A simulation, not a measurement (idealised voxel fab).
voxel lift off: a process module
The width of the displayed cross-section, cut, is 165 nm; its cells are square, with a size of 5 nm.
When this document writes out a cross-section, it uses a grid of square cells and lists it as bands, beginning at the top and moving down, with a band standing for one or more rows of cells. Quick guide to a band line: top height, bottom height (nm) up front; then every material left to right with its width in nm. Only one material and it's marked "edge to edge"? Then it fills the band edge to edge. And "empty" just means empty space. A quick word on heights: they are counted from 0, and under that level the wafer as it came to us is one material throughout. The lowest band is different from the rest in having no bottom; it simply continues downward, written as in "from 0 down". So if you see something like "30->40" for the width, read it as the top row of the band sitting at the first number and the bottom row at the second, with every row in between moving by the same amount as the last. No cell of the cross-section changed in a step that is given as "identical to before". If an empty space has no open way to the top and is at least 8 cells in size, "Unvented internal voids" lists it, written width x height at distance, where distance is measured from the left edge and every value is in nm. Anything after a step's settings on that line? It's the simulator's own note about the step. The optional step-line setting "overlay nm" applies to steps with a mask and quantifies how far to the right of its planned location the mask lay, a negative value indicating leftward placement.
## This section lists the process steps that were planned
1,RECEIVE,material Si
2,CONFORMAL_DEP,material SiO2,thk nm 15
3,PATTERN,tone open,mask id LINES,material resist,width nm 30,pitch nm 45,thk nm 25,overlay nm 0
4,DIRECTIONAL_DEP,material Ru,thk nm 10
5,STRIP,etch materials resist
6,CONFORMAL_DEP,material SiO2,thk nm 10
## First of two wafers: run as planned
## Cross-section of the wafer at receipt, which is the condition after step 1
  from 0 down: Si edge to edge
  Unvented internal voids: none
## State of the wafer after step 2, shown in cross-section
  from 15 to 0: SiO2 edge to edge
  Below 0 it's all the same as before, nothing changed down there.
## State of the wafer after step 3, shown in cross-section
  from 40 to 15: resist (20) / empty (30) / resist (15) / empty (30) / resist (15) / empty (30) / resist (25)
  Below 15 it's all the same as before, nothing changed down there.
## State of the wafer after step 4, shown in cross-section
  from 50 to 40: Ru (20) / empty (30) / Ru (15) / empty (30) / Ru (15) / empty (30) / Ru (25)
  from 40 to 25: resist (20) / empty (30) / resist (15) / empty (30) / resist (15) / empty (30) / resist (25)
  from 25 to 15: resist (20) / Ru (30) / resist (15) / Ru (30) / resist (15) / Ru (30) / resist (25)
  Below 15 it's all the same as before, nothing changed down there.
## State of the wafer after step 5, shown in cross-section
  from 25 to 15: empty (20) / Ru (30) / empty (15) / Ru (30) / empty (15) / Ru (30) / empty (25)
  Below 15 it's all the same as before, nothing changed down there.
## State of the wafer after step 6, shown in cross-section
  from 35 to 25: empty (10) / SiO2 (140) / empty (15)
  from 25 to 15: SiO2 (20) / Ru (30) / SiO2 (15) / Ru (30) / SiO2 (15) / Ru (30) / SiO2 (25)
  Below 15 it's all the same as before, nothing changed down there.
## Second wafer. Start and plan as for the first. One mistake made in running. Agrees with the first up to and including step 1
## Planned end of step 2: second wafer, cross-section
  from 30 to 0: SiO2 edge to edge
  Below 0 it's all the same as before, nothing changed down there.
## Planned end of step 3: second wafer, cross-section
  from 55 to 30: resist (20) / empty (30) / resist (15) / empty (30) / resist (15) / empty (30) / resist (25)
  Below 30 it's all the same as before, nothing changed down there.
## Planned end of step 4: second wafer, cross-section
  from 65 to 55: Ru (20) / empty (30) / Ru (15) / empty (30) / Ru (15) / empty (30) / Ru (25)
  from 55 to 40: resist (20) / empty (30) / resist (15) / empty (30) / resist (15) / empty (30) / resist (25)
  from 40 to 30: resist (20) / Ru (30) / resist (15) / Ru (30) / resist (15) / Ru (30) / resist (25)
  Below 30 it's all the same as before, nothing changed down there.
## Planned end of step 5: second wafer, cross-section
  from 40 to 30: empty (20) / Ru (30) / empty (15) / Ru (30) / empty (15) / Ru (30) / empty (25)
  Below 30 it's all the same as before, nothing changed down there.
## Planned end of step 6: second wafer, cross-section
  from 50 to 40: empty (10) / SiO2 (140) / empty (15)
  from 40 to 30: SiO2 (20) / Ru (30) / SiO2 (15) / Ru (30) / SiO2 (15) / Ru (30) / SiO2 (25)
  Below 30 it's all the same as before, nothing changed down there.
What went wrong in running the wafer? yeah, plan step 2 got run twice
Upon completion, the second wafer contains, in terms of cells, a greater or smaller amount of certain materials than the first wafer: SiO2: 99 more
